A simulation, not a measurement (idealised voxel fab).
process module | voxel wiring stack
cross-section cut | 195 nm wide | cells 5 nm
A cross-section is a grid of square cells, given in bands from the top down. A band is one or more rows of cells.
Each band's line starts with the height of the band's top and of its bottom, in nm. Then come its materials from left to right, each with its width in nm. One material with "throughout" fills the band from edge to edge. "air" is empty space.
Height 0 is the level under which the wafer as received is all one material. The lowest band goes on downwards, as in "0 down".
A width such as "30 to 40" changes by the same amount from each row of cells to the next, from the band's top row to its bottom row.
"no change" after a step means that no cell of the cross-section changed.
closed voids: empty space of 8 cells or more with no open way to the top, each as width x height at its distance from the left edge, in nm
after a step's settings: what the simulator itself notes on the step
overlay nm, on a step with a mask: how far to the right of its planned place the mask lay; to the left if negative
plan
1 op RECEIVE | material Si
2 op CONFORMAL_DEP | material SiO2 | thk nm 10
3 op DIRECTIONAL_DEP | material TiN | thk nm 5
4 op DIRECTIONAL_DEP | material W | thk nm 20
5 op DIRECTIONAL_DEP | material aC | thk nm 10
6 op PATTERN | tone cover | mask id METAL_1 | material resist | width nm 25 | pitch nm 50 | thk nm 25 | overlay nm 0
7 op DIRECTIONAL_ETCH | etch materials aC | depth nm 10
8 op STRIP | etch materials resist
9 op DIRECTIONAL_ETCH | etch materials W | depth nm 20
10 op DIRECTIONAL_ETCH | etch materials TiN | depth nm 5
11 op STRIP | etch materials aC
12 op FILL_DEP | material lowk | thk nm 5
13 op CMP | height nm 35
14 op CONFORMAL_DEP | material SiCN | thk nm 5
15 op DIRECTIONAL_DEP | material lowk | thk nm 10
16 op MASKED_ETCH | tone open | mask id PLUG_1 | width nm 15 | etch materials lowk | depth nm 10 | overlay nm 0
17 op MASKED_ETCH | tone open | mask id PLUG_1 | width nm 15 | etch materials SiCN | depth nm 5 | overlay nm 0
18 op CONFORMAL_DEP | material TiN | thk nm 5
19 op FILL_DEP | material W | thk nm 5
20 op CMP | height nm 50
21 op DIRECTIONAL_DEP | material TiN | thk nm 5
22 op DIRECTIONAL_DEP | material W | thk nm 20
23 op PATTERN | tone cover | mask id METAL_2 | material resist | width nm 25 | pitch nm 50 | thk nm 15 | overlay nm 0
24 op DIRECTIONAL_ETCH | etch materials W | depth nm 20
25 op DIRECTIONAL_ETCH | etch materials TiN | depth nm 5
26 op STRIP | etch materials resist
27 op CONFORMAL_DEP | material SiCN | thk nm 5
28 op FILL_DEP | material lowk | thk nm 10
29 op CMP | height nm 75
30 op CONFORMAL_DEP | material SiN | thk nm 5
first wafer, as planned
as received, after step 1
  0 down: Si throughout
  closed voids: none
after step 2
  10 to 0: SiO2 throughout
  below 0: unchanged
after step 3
  15 to 10: TiN throughout
  below 10: unchanged
after step 4
  35 to 15: W throughout
  below 15: unchanged
after step 5
  45 to 35: aC throughout
  below 35: unchanged
after step 6
  70 to 45: air 60 | resist 25 | air 25 | resist 25 | air 60
  below 45: unchanged
after step 7
  60 to 45: air 60 | resist 25 | air 25 | resist 25 | air 60
  45 to 35: air 60 | aC 25 | air 25 | aC 25 | air 60
  below 35: unchanged
after step 8
  45 to 35: air 60 | aC 25 | air 25 | aC 25 | air 60
  below 35: unchanged
after step 9
  45 to 35: air 60 | aC 25 | air 25 | aC 25 | air 60
  35 to 15: air 60 | W 25 | air 25 | W 25 | air 60
  below 15: unchanged
after step 10
  45 to 35: air 60 | aC 25 | air 25 | aC 25 | air 60
  35 to 15: air 60 | W 25 | air 25 | W 25 | air 60
  15 to 10: air 60 | TiN 25 | air 25 | TiN 25 | air 60
  below 10: unchanged
after step 11
  35 to 15: air 60 | W 25 | air 25 | W 25 | air 60
  below 15: unchanged
after step 12
  40 to 35: lowk throughout
  35 to 15: lowk 60 | W 25 | lowk 25 | W 25 | lowk 60
  15 to 10: lowk 60 | TiN 25 | lowk 25 | TiN 25 | lowk 60
  below 10: unchanged
after step 13
  35 to 15: lowk 60 | W 25 | lowk 25 | W 25 | lowk 60
  below 15: unchanged
after step 14
  40 to 35: SiCN throughout
  below 35: unchanged
after step 15
  50 to 40: lowk throughout
  below 40: unchanged
after step 16
  50 to 40: lowk 60 | air 15 | lowk 120
  below 40: unchanged
after step 17
  50 to 40: lowk 60 | air 15 | lowk 120
  40 to 35: SiCN 60 | air 15 | SiCN 120
  below 35: unchanged
after step 18
  55 to 50: TiN 65 | air 5 | TiN 125
  50 to 40: lowk 60 | TiN 5 | air 5 | TiN 5 | lowk 120
  40 to 35: SiCN 60 | TiN 15 | SiCN 120
  below 35: unchanged
after step 19
  60 to 55: W throughout
  55 to 50: TiN 65 | W 5 | TiN 125
  50 to 40: lowk 60 | TiN 5 | W 5 | TiN 5 | lowk 120
  below 40: unchanged
after step 20
  50 to 40: lowk 60 | TiN 5 | W 5 | TiN 5 | lowk 120
  below 40: unchanged
after step 21
  55 to 50: TiN throughout
  below 50: unchanged
after step 22
  75 to 55: W throughout
  below 55: unchanged
after step 23
  90 to 75: air 60 | resist 25 | air 25 | resist 25 | air 60
  below 75: unchanged
after step 24
  90 to 75: air 60 | resist 25 | air 25 | resist 25 | air 60
  75 to 55: air 60 | W 25 | air 25 | W 25 | air 60
  below 55: unchanged
after step 25
  90 to 75: air 60 | resist 25 | air 25 | resist 25 | air 60
  75 to 55: air 60 | W 25 | air 25 | W 25 | air 60
  55 to 50: air 60 | TiN 25 | air 25 | TiN 25 | air 60
  below 50: unchanged
after step 26
  75 to 55: air 60 | W 25 | air 25 | W 25 | air 60
  below 55: unchanged
after step 27
  80 to 75: air 55 | SiCN 35 | air 15 | SiCN 35 | air 55
  75 to 55: air 55 | SiCN 5 | W 25 | SiCN 5 | air 15 | SiCN 5 | W 25 | SiCN 5 | air 55
  55 to 50: SiCN 60 | TiN 25 | SiCN 25 | TiN 25 | SiCN 60
  below 50: unchanged
after step 28
  90 to 80: lowk throughout
  80 to 75: lowk 55 | SiCN 35 | lowk 15 | SiCN 35 | lowk 55
  75 to 55: lowk 55 | SiCN 5 | W 25 | SiCN 5 | lowk 15 | SiCN 5 | W 25 | SiCN 5 | lowk 55
  below 55: unchanged
after step 29
  75 to 55: lowk 55 | SiCN 5 | W 25 | SiCN 5 | lowk 15 | SiCN 5 | W 25 | SiCN 5 | lowk 55
  below 55: unchanged
after step 30
  80 to 75: SiN throughout
  below 75: unchanged
second wafer: like start, like plan, one mistake. Through step 22 it matches the first wafer
when step 23 should have ended
  90 to 75: air 65 | resist 25 | air 25 | resist 25 | air 55
  below 75: unchanged
when step 24 should have ended
  90 to 75: air 65 | resist 25 | air 25 | resist 25 | air 55
  75 to 55: air 65 | W 25 | air 25 | W 25 | air 55
  below 55: unchanged
when step 25 should have ended
  90 to 75: air 65 | resist 25 | air 25 | resist 25 | air 55
  75 to 55: air 65 | W 25 | air 25 | W 25 | air 55
  55 to 50: air 65 | TiN 25 | air 25 | TiN 25 | air 55
  below 50: unchanged
when step 26 should have ended
  75 to 55: air 65 | W 25 | air 25 | W 25 | air 55
  below 55: unchanged
when step 27 should have ended
  80 to 75: air 60 | SiCN 35 | air 15 | SiCN 35 | air 50
  75 to 55: air 60 | SiCN 5 | W 25 | SiCN 5 | air 15 | SiCN 5 | W 25 | SiCN 5 | air 50
  55 to 50: SiCN 65 | TiN 25 | SiCN 25 | TiN 25 | SiCN 55
  below 50: unchanged
when step 28 should have ended
  90 to 80: lowk throughout
  80 to 75: lowk 60 | SiCN 35 | lowk 15 | SiCN 35 | lowk 50
  75 to 55: lowk 60 | SiCN 5 | W 25 | SiCN 5 | lowk 15 | SiCN 5 | W 25 | SiCN 5 | lowk 50
  below 55: unchanged
when step 29 should have ended
  75 to 55: lowk 60 | SiCN 5 | W 25 | SiCN 5 | lowk 15 | SiCN 5 | W 25 | SiCN 5 | lowk 50
  below 55: unchanged
when step 30 should have ended
  80 to 75: SiN throughout
  below 75: unchanged
what went wrong: step 23 ran as: op PATTERN | tone cover | mask id METAL_2 | material resist | width nm 25 | pitch nm 50 | thk nm 15 | overlay nm 5
at the end the second wafer has, in cells: as many of each material as the first, in other places
